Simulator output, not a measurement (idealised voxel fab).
process module | voxel capacitor over wiring
cross-section cut | 220 nm wide | cells 5 nm
A cross-section is a grid of square cells, given in bands from the top down. A band is one or more rows of cells.
Each band's line starts with the height of the band's top and of its bottom, in nm. Then come its materials from left to right, each with its width in nm. One material with "throughout" fills the band from edge to edge. "air" is empty space.
Height 0 is the level under which the wafer as received is all one material. The lowest band goes on downwards, as in "0 down".
A width such as "30 to 40" changes by the same amount from each row of cells to the next, from the band's top row to its bottom row.
"no change" after a step means that no cell of the cross-section changed.
closed voids: empty space of 8 cells or more with no open way to the top, each as width x height at its distance from the left edge, in nm
after a step's settings: what the simulator itself notes on the step
overlay nm, on a step with a mask: how far to the right of its planned place the mask lay; to the left if negative
plan
1 op RECEIVE | material Si
2 op CONFORMAL_DEP | material SiO2 | thk nm 15
3 op CONFORMAL_DEP | material SiN | thk nm 5
4 op DIRECTIONAL_DEP | material SiO2 | thk nm 15
5 op DIRECTIONAL_DEP | material aC | thk nm 10
6 op PATTERN | tone open | mask id METAL_1 | material resist | width nm 25 | pitch nm 95 | thk nm 30 | overlay nm 0
7 op DIRECTIONAL_ETCH | etch materials aC | depth nm 10
8 op STRIP | etch materials resist
9 op DIRECTIONAL_ETCH | etch materials SiO2 | depth nm 15
10 op DIRECTIONAL_ETCH | etch materials SiN | depth nm 5
11 op STRIP | etch materials aC
12 op CONFORMAL_DEP | material TiN | thk nm 5
13 op FILL_DEP | material W | thk nm 10
14 op CMP | height nm 35
15 op CONFORMAL_DEP | material SiCN | thk nm 5
16 op DIRECTIONAL_DEP | material lowk | thk nm 15
17 op MASKED_ETCH | tone open | mask id PLUG_1 | width nm 15 | etch materials lowk | depth nm 15 | overlay nm 0
18 op MASKED_ETCH | tone open | mask id PLUG_1 | width nm 15 | etch materials SiCN | depth nm 5 | overlay nm 0
19 op EPI | material Ru | thk nm 10
20 op EPI | material Ru | thk nm 10
21 op DIRECTIONAL_DEP | material TiN | thk nm 5
22 op DIRECTIONAL_DEP | material HfO2 | thk nm 5
23 op DIRECTIONAL_DEP | material TiN | thk nm 5
24 op DIRECTIONAL_DEP | material aC | thk nm 10
25 op PATTERN | tone cover | mask id UPPER_PLATE | material resist | width nm 75 | thk nm 30 | overlay nm 0
26 op DIRECTIONAL_ETCH | etch materials aC | depth nm 10
27 op STRIP | etch materials resist
28 op DIRECTIONAL_ETCH | etch materials TiN | depth nm 5
29 op DIRECTIONAL_ETCH | etch materials HfO2 | depth nm 5
30 op STRIP | etch materials aC
31 op PATTERN | tone cover | mask id LOWER_PLATE | material resist | width nm 85 | thk nm 15 | overlay nm 0
32 op DIRECTIONAL_ETCH | etch materials TiN | depth nm 5
33 op STRIP | etch materials resist
34 op FILL_DEP | material SiO2 | thk nm 20
35 op CMP | height nm 85
36 op DIRECTIONAL_DEP | material aC | thk nm 10
37 op PATTERN | tone open | mask id PLUG_2 | material resist | width nm 15 | thk nm 30 | overlay nm 0
38 op DIRECTIONAL_ETCH | etch materials aC | depth nm 10
39 op STRIP | etch materials resist
40 op DIRECTIONAL_ETCH | etch materials SiO2 | depth nm 15
41 op STRIP | etch materials aC
42 op CONFORMAL_DEP | material TiN | thk nm 5
43 op FILL_DEP | material Cu | thk nm 10
44 op CMP | height nm 85
45 op CONFORMAL_DEP | material SiCN | thk nm 5
as received, after step 1
  0 down: Si throughout
  closed voids: none
a wafer at the end: this start, this plan, one mistake
  90 to 85: SiCN throughout
  85 to 80: TiN 75 | Cu 5 | TiN 140
  80 to 75: SiO2 70 | TiN 5 | Cu 5 | TiN 5 | SiO2 135
  75 to 65: SiO2 70 to 60 | TiN 15 to 75 | SiO2 135 to 85
  65 to 60: SiO2 60 | HfO2 75 | SiO2 85
  60 to 55: SiO2 55 | TiN 85 | SiO2 80
  55 to 40: lowk 60 | Ru 15 | lowk 145
  40 to 35: SiCN 60 | Ru 15 | SiCN 145
  35 to 20: SiO2 50 | TiN 5 | W 15 | TiN 5 | SiO2 70 | TiN 5 | W 15 | TiN 5 | SiO2 50
  20 to 15: SiN 50 | TiN 25 | SiN 70 | TiN 25 | SiN 50
  15 to 0: SiO2 throughout
  0 down: Si throughout
  closed voids: none
what went wrong: step 35 ran as: op CMP | height nm 80
